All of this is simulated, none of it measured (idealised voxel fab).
Module name: voxel capacitor over wiring (process module)
FYI the section here is cut, 210 nm wide, cells are 5 nm squares.
Each cross-section below is a grid of square cells, stated as bands in top-down order, with one or more rows of cells making up each band. Band: top height; bottom height; in nm. Then, left to right: material with width in nm, for each material. "everywhere": a single material spanning edge to edge. "air": empty space. Convention: height 0 is the level below which the wafer, as received, is all one material. The lowest band does not terminate at the bottom but continues downward, represented as "from 0 down". Read "30..40" as a graded width: first number on top, second number at the bottom, same change between each pair of neighbouring rows. "nothing altered", as given for a step, is the statement that not any cell of the cross-section underwent a change during that step. Any empty space of 8 cells or more lacking an open way to the top shows up in "Trapped cavities" as width x height at distance, distance from the left edge, in nm. That trailing text on a step's line, after the settings, is the simulator's own remark on the step. If you see "overlay nm" on a step's line and that step has a mask, it's telling you how far right of where it was planned the mask ended up; a negative number means it went left instead.

LISTED BELOW ARE THE PROCESS STEPS AS PLANNED
1 RECEIVE | material Si
2 CONFORMAL_DEP | material SiO2 | thk nm 10
3 CONFORMAL_DEP | material SiCN | thk nm 5
4 DIRECTIONAL_DEP | material lowk | thk nm 15
5 MASKED_ETCH | tone open | mask id METAL_1 | width nm 30 | pitch nm 95 | etch materials lowk | depth nm 15 | overlay nm 0
6 MASKED_ETCH | tone open | mask id METAL_1 | width nm 30 | pitch nm 95 | etch materials SiCN | depth nm 5 | overlay nm 0
7 CONFORMAL_DEP | material TiN | thk nm 5
8 FILL_DEP | material Ru | thk nm 5
9 CMP | height nm 30
10 CONFORMAL_DEP | material SiCN | thk nm 5
11 DIRECTIONAL_DEP | material lowk | thk nm 15
12 PATTERN | tone open | mask id PLUG_1 | material resist | width nm 15 | thk nm 15 | overlay nm 0
13 DIRECTIONAL_ETCH | etch materials lowk | depth nm 15
14 DIRECTIONAL_ETCH | etch materials SiCN | depth nm 5
15 STRIP | etch materials resist
16 CONFORMAL_DEP | material TiN | thk nm 5
17 FILL_DEP | material Ru | thk nm 10
18 CMP | height nm 50
19 DIRECTIONAL_DEP | material TiN | thk nm 5
20 DIRECTIONAL_DEP | material Al2O3 | thk nm 5
21 DIRECTIONAL_DEP | material TiN | thk nm 5
22 PATTERN | tone cover | mask id UPPER_PLATE | material resist | width nm 70 | thk nm 20 | overlay nm 0
23 DIRECTIONAL_ETCH | etch materials TiN | depth nm 5
24 DIRECTIONAL_ETCH | etch materials Al2O3 | depth nm 5
25 STRIP | etch materials resist
26 MASKED_ETCH | tone cover | mask id LOWER_PLATE | width nm 70 | etch materials TiN | depth nm 5 | overlay nm 0
27 FILL_DEP | material SiO2 | thk nm 15
28 CMP | height nm 75
29 MASKED_ETCH | tone open | mask id PLUG_2 | width nm 15 | etch materials SiO2 | depth nm 10 | overlay nm 0
30 CONFORMAL_DEP | material TiN | thk nm 5
31 FILL_DEP | material W | thk nm 10
32 CMP | height nm 75
33 CONFORMAL_DEP | material SiCN | thk nm 5
What sets these wafers apart? The width nm at step 26. They all start alike, and the plan carries the first wafer's value.

AS RECEIVED, I.E. AFTER STEP 1: CROSS-SECTION THROUGH THE FIRST OF SEVERAL WAFERS
  from 0 down  Si everywhere
  Trapped cavities: none

TABLE: WAFERS, A ROW EACH; END-OF-MODULE CELL CHANGE PER MATERIAL SINCE RECEIPT, GAIN (+), LOSS (-); THEN CLOSED VOIDS
width nm 70 | +14 Al2O3 | +27 Ru | +111 SiCN | +246 SiO2 | +66 TiN | +1 W | +207 lowk | Trapped cavities: none
width nm 75 | +14 Al2O3 | +27 Ru | +111 SiCN | +245 SiO2 | +67 TiN | +1 W | +207 lowk | Trapped cavities: none
width nm 80 | +14 Al2O3 | +27 Ru | +111 SiCN | +244 SiO2 | +68 TiN | +1 W | +207 lowk | Trapped cavities: none
width nm 85 | +14 Al2O3 | +27 Ru | +111 SiCN | +243 SiO2 | +69 TiN | +1 W | +207 lowk | Trapped cavities: none
width nm 90 | +14 Al2O3 | +27 Ru | +111 SiCN | +242 SiO2 | +70 TiN | +1 W | +207 lowk | Trapped cavities: none
width nm 95 | +14 Al2O3 | +27 Ru | +111 SiCN | +241 SiO2 | +71 TiN | +1 W | +207 lowk | Trapped cavities: none
